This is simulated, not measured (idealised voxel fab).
The process module that follows is named voxel air gaps.
230 nm wide, 5 nm square cells: that's cross-section cut.
If you're reading a cross-section in this doc, picture square cells in a grid; it comes to you as bands, top ones listed first down to the bottom, and a band can be one or more rows of cells.
Band entry format. Leading values: height of top, height of bottom, nm. Remainder: materials in left-to-right order, each with its width in nm. Special words: "everywhere" on a single material, which then fills the band edge to edge; "empty", empty space.
Heights are reckoned from 0. Under this level, the received wafer is all of one material. The bottommost band is open-ended downward, for example "0 nm and below".
So if you see something like "30->40" for the width, read it as the top row of the band sitting at the first number and the bottom row at the second, with every row in between moving by the same amount as the last.
Given "no change" for a step, no cell of the cross-section differs between before and after that step.
The label "Enclosed empty spaces" introduces a list of the empty spaces, 8 cells or larger, that have no open way up to the top; each entry in it reads width x height at distance, where the distance is taken from the left edge and all three are stated in nm.
after a step's settings: what the simulator itself notes on the step
overlay nm: where the mask lay relative to plan, measured to the right, on steps with a mask; negatives go left.
### Planned step list for the process
| 1 | RECEIVE,material Si |
| 2 | CONFORMAL_DEP,material SiO2,thk nm 10 |
| 3 | CONFORMAL_DEP,material SiCN,thk nm 5 |
| 4 | DIRECTIONAL_DEP,material SiO2,thk nm 35 |
| 5 | PATTERN,tone open,mask id LINES,material resist,width nm 15,pitch nm 40,thk nm 20,overlay nm 0 |
| 6 | DIRECTIONAL_ETCH,etch materials SiO2,depth nm 35 |
| 7 | STRIP,etch materials resist |
| 8 | CONFORMAL_DEP,material TiN,thk nm 5 |
| 9 | FILL_DEP,material W,thk nm 5 |
| 10 | CMP,height nm 50 |
| 11 | EPI,material Ru,thk nm 10 |
| 12 | SELECTIVE_ETCH,etch materials SiO2,depth nm 45 |
| 13 | CONFORMAL_DEP,material SiCN,thk nm 5 |
### Wafer cross-section on receipt, i.e. after step 1
* 0 nm and below = Si everywhere
* Enclosed empty spaces: none
### First wafer of two, sectioned at end of module; run went per plan
* 65 nm to 60 nm = empty: 50, SiCN: 125, empty: 55
* 60 nm to 50 nm = empty: 50, SiCN: 5, Ru: 35, SiCN: 5, Ru: 35, SiCN: 5, Ru: 35, SiCN: 5, empty: 55
* 50 nm to 45 nm = empty: 50, SiCN: 15, TiN: 5, W: 5, TiN: 5, SiCN: 25, TiN: 5, W: 5, TiN: 5, SiCN: 25, TiN: 5, W: 5, TiN: 5, SiCN: 15, empty: 55
* 45 nm to 20 nm = empty: 60, SiCN: 5, TiN: 5, W: 5, TiN: 5, SiCN: 5, empty: 15, SiCN: 5, TiN: 5, W: 5, TiN: 5, SiCN: 5, empty: 15, SiCN: 5, TiN: 5, W: 5, TiN: 5, SiCN: 5, empty: 65
* 20 nm to 15 nm = SiCN: 65, TiN: 15, SiCN: 25, TiN: 15, SiCN: 25, TiN: 15, SiCN: 70
* 15 nm to 10 nm = SiCN everywhere
* 10 nm to 0 nm = SiO2 everywhere
* 0 nm and below = Si everywhere
* Enclosed empty spaces: 15 x 25 at 85; 15 x 25 at 125
### Cross-section at end of module for the second wafer of two, which matched the first in starting point and plan and differed by one mistake in its processing
* 55 nm to 50 nm = empty: 50, SiCN: 125, empty: 55
* 50 nm to 40 nm = empty: 50, SiCN: 5, Ru: 35, SiCN: 5, Ru: 35, SiCN: 5, Ru: 35, SiCN: 5, empty: 55
* 40 nm to 35 nm = empty: 50, SiCN: 15, TiN: 5, W: 5, TiN: 5, SiCN: 25, TiN: 5, W: 5, TiN: 5, SiCN: 25, TiN: 5, W: 5, TiN: 5, SiCN: 15, empty: 55
* 35 nm to 20 nm = empty: 60, SiCN: 5, TiN: 5, W: 5, TiN: 5, SiCN: 5, empty: 15, SiCN: 5, TiN: 5, W: 5, TiN: 5, SiCN: 5, empty: 15, SiCN: 5, TiN: 5, W: 5, TiN: 5, SiCN: 5, empty: 65
* 20 nm to 15 nm = SiCN: 65, TiN: 15, SiCN: 25, TiN: 15, SiCN: 25, TiN: 15, SiCN: 70
* 15 nm to 10 nm = SiCN everywhere
* 10 nm to 0 nm = SiO2 everywhere
* 0 nm and below = Si everywhere
* Enclosed empty spaces: 15 x 15 at 85; 15 x 15 at 125
What was the processing mistake? step 10 off recipe, ran as CMP,height nm 40
Final cells, second wafer relative to first, materials higher or lower: SiCN -12; TiN -12; W -6
